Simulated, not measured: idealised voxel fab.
This is a process module. Its name is voxel double patterning.
The cross-section shown here is cut; it is 150 nm wide and divided into square cells measuring 5 nm on a side.
A cross-section in this document is a grid of square cells, and it is written down as bands, the top band listed before the ones below it; a band is made up of one or more rows of cells.
Heights first: top, then bottom, in nm. Then materials, left to right, each with a width in nm. "edge to edge" on a single material: fills the band edge to edge. "air": empty space.
Height is counted from the level 0, under which the received wafer is composed throughout of one material. The lowest of the bands is not closed at the bottom but continues downward, in the notation "0 -> down".
The expression "30..40" gives the width at the extremes of the band, the first number at its top row of cells and the second at its bottom row, with the width changing by equal amounts from each row to the next in between.
Where a step carries "no alterations made", the cross-section came out of it unchanged, cell for cell.
Closed cavity list: empty space of 8 cells or more with no open way to the top, each as width x height at its distance from the left edge, in nm
after a step's settings: what the simulator itself notes on the step
"overlay nm" denotes, for a step that has a mask, the displacement of the mask to the right of its planned place, with negative values corresponding to the left.

**plan**
1,RECEIVE with material Si
2,CONFORMAL_DEP with material SiN, thk nm 5
3,DIRECTIONAL_DEP with material SiO2, thk nm 15
4,DIRECTIONAL_DEP with material SiCN, thk nm 10
5,PATTERN with tone open, mask id FIRST, material resist, width nm 15, pitch nm 50, thk nm 20, overlay nm 0
6,DIRECTIONAL_ETCH with etch materials SiCN, depth nm 10
7,STRIP with etch materials resist
8,MASKED_ETCH with tone open, mask id SECOND, width nm 15, etch materials SiCN, depth nm 10, overlay nm 0
9,DIRECTIONAL_ETCH with etch materials SiO2, depth nm 15
10,STRIP with etch materials SiCN

**Received-state cross-section, reflecting completion of step 1**
	0 -> down: Si edge to edge
	Closed cavity list: none

**End-of-module cross-section of the first of two wafers, processed as planned**
	20 -> 5: SiO2: 40, then air: 15, then SiO2: 10, then air: 15, then SiO2: 10, then air: 15, then SiO2: 45
	5 -> 0: SiN edge to edge
	0 -> down: Si edge to edge
	Closed cavity list: none

**Cross-sectional image of the second wafer of the two following completion of the module. Starting state and process plan were the same as for the first wafer; one execution error occurred**
	20 -> 5: air: 65, then SiO2: 15, then air: 70
	5 -> 0: SiN edge to edge
	0 -> down: Si edge to edge
	Closed cavity list: none
Run error: so step 8 ended up running with a different setting than we planned, it ran as MASKED_ETCH with tone cover, mask id SECOND, width nm 15, etch materials SiCN, depth nm 10, overlay nm 0
at the end the second wafer has, in cells: SiO2: 54 fewer
